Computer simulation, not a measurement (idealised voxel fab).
The following process module bears the name voxel tone inversion.
For reference, the cross-section in this document is cut, with width 195 nm and square cells of 5 nm.
A cross-section is a grid of square cells, given in bands from the top down. A band is one or more rows of cells.
A band entry consists of two parts. The first gives the height of the band's top and the height of its bottom, in nm. The rest lists the band's materials from left to right, each with its width in nm. A single material labelled with the word "everywhere" fills the band from edge to edge, and the word "empty" marks empty space.
Heights are expressed relative to 0, this being the level below which the as-received wafer comprises one material exclusively. The lowest band is unbounded in the downward direction and is denoted as in "0 nm and below".
Width "30..40": first value at the band's top row of cells, second value at its bottom row, equal change from row to row.
The designation "left unchanged", where it is given for a processing step, indicates that no cell of the cross-section was altered in the course of that step.
Entry "Entrapped voids". Content: empty spaces with no open connection to the top, size 8 cells or greater. Each: width x height at distance. Distance: from left edge. Unit: nm.
Formally, on a step line, whatever follows the settings is a remark that the simulator itself makes on the step.
overlay nm: on a step with a mask, how far right of its planned place the mask lay; negative means left.
[Process steps (planned)]
1. RECEIVE, material Si
2. CONFORMAL_DEP, material SiCN, thk nm 10
3. DIRECTIONAL_DEP, material aC, thk nm 15
4. PATTERN, tone cover, mask id POSTS, material resist, width nm 15, pitch nm 55, thk nm 25, overlay nm 0
5. DIRECTIONAL_ETCH, etch materials aC, depth nm 15
6. STRIP, etch materials resist
7. FILL_DEP, material lowk, thk nm 5
8. CMP, height nm 25
9. STRIP, etch materials aC
The wafers in this document start out alike and differ in the width nm applied at step 4; the plan shows the value used for the first wafer.
[Received condition of the first of several wafers, sectioned: post-step 1]
* 0 nm and below: Si everywhere
* Entrapped voids: none
[The rows of the table below are wafers. Looking at the end of the module, a row counts, for every material, the cells the wafer has gained, shown as (+), or lost, shown as (-), since it was received; its closed voids come next]
width nm 15 | +78 SiCN | +90 lowk | Entrapped voids: none
width nm 20 | +78 SiCN | +81 lowk | Entrapped voids: none
width nm 25 | +78 SiCN | +72 lowk | Entrapped voids: none
width nm 30 | +78 SiCN | +63 lowk | Entrapped voids: none
width nm 35 | +78 SiCN | +54 lowk | Entrapped voids: none
width nm 40 | +78 SiCN | +45 lowk | Entrapped voids: none
